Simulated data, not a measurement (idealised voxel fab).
The following is a process module called voxel self aligned vias.
Square cells of 5 nm make up the cross-section cut, whose width is 285 nm.
In this document a cross-section is written as a grid of square cells. It is given as a series of bands, listed from the top down, and a band is one or more rows of cells. A band entry consists of two parts. The first gives the height of the band's top and the height of its bottom, in nm. The rest lists the band's materials from left to right, each with its width in nm. A single material labelled with the word "all across" fills the band from edge to edge, and the word "air" marks empty space. It should be noted that heights are counted from 0, beneath which the wafer as supplied is of one material throughout, and that the lowest band possesses no lower boundary but continues downward, as written in "0 -> down". Per-row width for "30->40": begins at first number (top row of band), ends at second number (bottom row), increment between rows held constant. "nothing different", as given for a step, is the statement that not any cell of the cross-section underwent a change during that step. Closed empty spaces (no open way to the top) of 8 cells or more are what "Cavities, sealed" lists, each as width x height at distance from the left edge, nm for all three. On a step's line, text after the settings is the simulator commenting on that step. Steps that use a mask can have "overlay nm" on their line. It says how far the mask sat to the right of where it was meant to be. Negative means to the left.

Planned process steps
1) RECEIVE with material Si
2) CONFORMAL_DEP with material SiO2, thk nm 15
3) CONFORMAL_DEP with material SiCN, thk nm 5
4) DIRECTIONAL_DEP with material SiO2, thk nm 25
5) DIRECTIONAL_DEP with material aC, thk nm 10
6) PATTERN with tone open, mask id LINES, material resist, width nm 25, pitch nm 65, thk nm 25, overlay nm 0
7) DIRECTIONAL_ETCH with etch materials aC, depth nm 10
8) STRIP with etch materials resist
9) DIRECTIONAL_ETCH with etch materials SiO2, depth nm 25
10) STRIP with etch materials aC
11) CONFORMAL_DEP with material TiN, thk nm 5
12) FILL_DEP with material Ru, thk nm 5
13) CMP with height nm 45
14) SELECTIVE_ETCH with etch materials W Ru TiN, depth nm 10
15) FILL_DEP with material SiN, thk nm 10
16) CMP with height nm 45
17) DIRECTIONAL_DEP with material SiO2, thk nm 20
18) PATTERN with tone open, mask id VIAS, material resist, width nm 45, pitch nm 130, thk nm 15, overlay nm 0
19) DIRECTIONAL_ETCH with etch materials SiO2, depth nm 20
20) DIRECTIONAL_ETCH with etch materials SiN, depth nm 10
21) STRIP with etch materials resist
22) CONFORMAL_DEP with material TiN, thk nm 5
23) FILL_DEP with material Cu, thk nm 10
24) CMP with height nm 65
25) CONFORMAL_DEP with material SiCN, thk nm 5

The cross-section here shows the wafer as received, i.e. in its state after step 1
0 -> down = Si all across
Cavities, sealed: none

First of two wafers at the end of the module, shown in cross-section; run carried out as planned
70 -> 65 = SiCN all across
65 -> 50 = SiO2=55 / TiN=5 / Cu=35 / TiN=5 / SiO2=85 / TiN=5 / Cu=35 / TiN=5 / SiO2=55
50 -> 45 = SiO2=55 / TiN=15 / Cu=15 / TiN=15 / SiO2=85 / TiN=15 / Cu=15 / TiN=15 / SiO2=55
45 -> 40 = SiO2=65 / TiN=5 / Cu=15 / TiN=5 / SiO2=40 / SiN=25 / SiO2=40 / TiN=5 / Cu=15 / TiN=5 / SiO2=65
40 -> 35 = SiO2=65 / TiN=25 / SiO2=40 / SiN=25 / SiO2=40 / TiN=25 / SiO2=65
35 -> 25 = SiO2=65 / TiN=5 / Ru=15 / TiN=5 / SiO2=40 / TiN=5 / Ru=15 / TiN=5 / SiO2=40 / TiN=5 / Ru=15 / TiN=5 / SiO2=65
25 -> 20 = SiO2=65 / TiN=25 / SiO2=40 / TiN=25 / SiO2=40 / TiN=25 / SiO2=65
20 -> 15 = SiCN all across
15 -> 0 = SiO2 all across
0 -> down = Si all across
Cavities, sealed: none

Cross-section of the latter of the two wafers at module completion. It had an identical start and an identical plan to the former; in running it, one mistake was made
85 -> 80 = SiCN all across
80 -> 70 = Cu all across
70 -> 65 = TiN=60 / Cu=35 / TiN=95 / Cu=35 / TiN=60
65 -> 50 = SiO2=55 / TiN=5 / Cu=35 / TiN=5 / SiO2=85 / TiN=5 / Cu=35 / TiN=5 / SiO2=55
50 -> 45 = SiO2=55 / TiN=15 / Cu=15 / TiN=15 / SiO2=85 / TiN=15 / Cu=15 / TiN=15 / SiO2=55
45 -> 40 = SiO2=65 / TiN=5 / Cu=15 / TiN=5 / SiO2=40 / SiN=25 / SiO2=40 / TiN=5 / Cu=15 / TiN=5 / SiO2=65
40 -> 35 = SiO2=65 / TiN=25 / SiO2=40 / SiN=25 / SiO2=40 / TiN=25 / SiO2=65
35 -> 25 = SiO2=65 / TiN=5 / Ru=15 / TiN=5 / SiO2=40 / TiN=5 / Ru=15 / TiN=5 / SiO2=40 / TiN=5 / Ru=15 / TiN=5 / SiO2=65
25 -> 20 = SiO2=65 / TiN=25 / SiO2=40 / TiN=25 / SiO2=40 / TiN=25 / SiO2=65
20 -> 15 = SiCN all across
15 -> 0 = SiO2 all across
0 -> down = Si all across
Cavities, sealed: none
Processing error: step 24 was dropped from the plan's execution and never run
Wafer comparison, final, in cells, second relative to first, materials more or fewer: +128 Cu | +43 TiN
